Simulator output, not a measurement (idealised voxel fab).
process module | voxel tone inversion
cross-section cut | 165 nm wide | cells 5 nm
A cross-section is a grid of square cells, given in bands from the top down. A band is one or more rows of cells.
Each band's line starts with the height of the band's top and of its bottom, in nm. Then come its materials from left to right, each with its width in nm. One material with "throughout" fills the band from edge to edge. "air" is empty space.
Height 0 is the level under which the wafer as received is all one material. The lowest band goes on downwards, as in "0 down".
A width such as "30 to 40" changes by the same amount from each row of cells to the next, from the band's top row to its bottom row.
"no change" after a step means that no cell of the cross-section changed.
closed voids: empty space of 8 cells or more with no open way to the top, each as width x height at its distance from the left edge, in nm
after a step's settings: what the simulator itself notes on the step
overlay nm, on a step with a mask: how far to the right of its planned place the mask lay; to the left if negative
plan
1 op RECEIVE | material Si
2 op CONFORMAL_DEP | material SiN | thk nm 5
3 op DIRECTIONAL_DEP | material aC | thk nm 20
4 op PATTERN | tone cover | mask id POSTS | material resist | width nm 15 | pitch nm 30 | thk nm 30 | overlay nm 0
5 op DIRECTIONAL_ETCH | etch materials aC | depth nm 20
6 op STRIP | etch materials resist
7 op FILL_DEP | material lowk | thk nm 5
8 op CMP | height nm 25
9 op STRIP | etch materials aC
as received, after step 1
  0 down: Si throughout
  closed voids: none
first wafer at the end, as planned
  25 to 5: lowk 30 | air 15 | lowk 15 | air 15 | lowk 15 | air 15 | lowk 15 | air 15 | lowk 30
  5 to 0: SiN throughout
  0 down: Si throughout
  closed voids: none
second wafer at the end: like start, like plan, one mistake
  25 to 20: lowk throughout
  20 to 0: lowk 30 | aC 15 | lowk 15 | aC 15 | lowk 15 | aC 15 | lowk 15 | aC 15 | lowk 30
  0 down: Si throughout
  closed voids: none
what went wrong: step 2 was left out
at the end the second wafer has, in cells: 33 fewer of SiN | 48 more of aC | 33 more of lowk
